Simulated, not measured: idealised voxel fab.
process module | voxel gate over fins
cross-section cut | 155 nm wide | cells 5 nm
A cross-section is a grid of square cells, given in bands from the top down. A band is one or more rows of cells.
Each band's line starts with the height of the band's top and of its bottom, in nm. Then come its materials from left to right, each with its width in nm. One material with "throughout" fills the band from edge to edge. "air" is empty space.
Height 0 is the level under which the wafer as received is all one material. The lowest band goes on downwards, as in "0 down".
A width such as "30 to 40" changes by the same amount from each row of cells to the next, from the band's top row to its bottom row.
"no change" after a step means that no cell of the cross-section changed.
closed voids: empty space of 8 cells or more with no open way to the top, each as width x height at its distance from the left edge, in nm
after a step's settings: what the simulator itself notes on the step
overlay nm, on a step with a mask: how far to the right of its planned place the mask lay; to the left if negative
plan
1 op RECEIVE | material Si
2 op CONFORMAL_DEP | material SiN | thk nm 5
3 op MASKED_ETCH | tone cover | mask id FINS | width nm 15 | pitch nm 50 | etch materials SiN | depth nm 5 | overlay nm 0
4 op MASKED_ETCH | tone cover | mask id FINS | width nm 15 | pitch nm 50 | etch materials Si | depth nm 30 | overlay nm 0
5 op FILL_DEP | material SiO2 | thk nm 5
6 op CMP | height nm 5
7 op DIRECTIONAL_DEP | material aC | thk nm 10
8 op PATTERN | tone open | mask id RAIL | material resist | width nm 15 | thk nm 30 | overlay nm 0
9 op DIRECTIONAL_ETCH | etch materials aC | depth nm 10
10 op STRIP | etch materials resist
11 op DIRECTIONAL_ETCH | etch materials SiO2 | depth nm 30
12 op STRIP | etch materials aC
13 op CONFORMAL_DEP | material TiN | thk nm 5
14 op FILL_DEP | material W | thk nm 10
15 op CMP | height nm 5
16 op SELECTIVE_ETCH | etch materials W Ru TiN | depth nm 20
17 op FILL_DEP | material SiO2 | thk nm 5
18 op CMP | height nm 5
19 op SELECTIVE_ETCH | etch materials SiO2 | depth nm 15
20 op STRIP | etch materials SiN
21 op CONFORMAL_DEP | material HfO2 | thk nm 5
22 op CONFORMAL_DEP | material TiN | thk nm 5
23 op FILL_DEP | material W | thk nm 10
24 op CMP | height nm 15
25 op CONFORMAL_DEP | material SiCN | thk nm 10
as received, after step 1
  0 down: Si throughout
  closed voids: none
a wafer at the end: this start, this plan, one mistake
  25 to 15: SiCN throughout
  15 to 10: W throughout
  10 to 5: W 10 | TiN 35 | W 15 | TiN 35 | W 15 | TiN 35 | W 10
  5 to 0: W 10 | TiN 5 | HfO2 25 | TiN 5 | W 15 | TiN 5 | HfO2 25 | TiN 5 | W 15 | TiN 5 | HfO2 25 | TiN 5 | W 10
  0 to -5: TiN 15 | HfO2 5 | Si 15 | HfO2 5 | TiN 25 | HfO2 5 | Si 15 | HfO2 5 | TiN 25 | HfO2 5 | Si 15 | HfO2 5 | TiN 15
  -5 to -10: HfO2 20 | Si 15 | HfO2 35 | Si 15 | HfO2 35 | Si 15 | HfO2 20
  -10 to -15: SiO2 20 | Si 15 | SiO2 35 | Si 15 | SiO2 35 | Si 15 | SiO2 20
  -15 to -20: SiO2 20 | Si 15 | SiO2 20 | TiN 5 | W 5 | TiN 5 | Si 15 | SiO2 35 | Si 15 | SiO2 20
  -20 to -25: SiO2 20 | Si 15 | SiO2 20 | TiN 15 | Si 15 | SiO2 35 | Si 15 | SiO2 20
  -25 to -30: SiO2 20 | Si 15 | SiO2 35 | Si 15 | SiO2 35 | Si 15 | SiO2 20
  -30 down: Si throughout
  closed voids: none
what went wrong: step 8 ran as: op PATTERN | tone open | mask id RAIL | material resist | width nm 15 | thk nm 30 | overlay nm 10
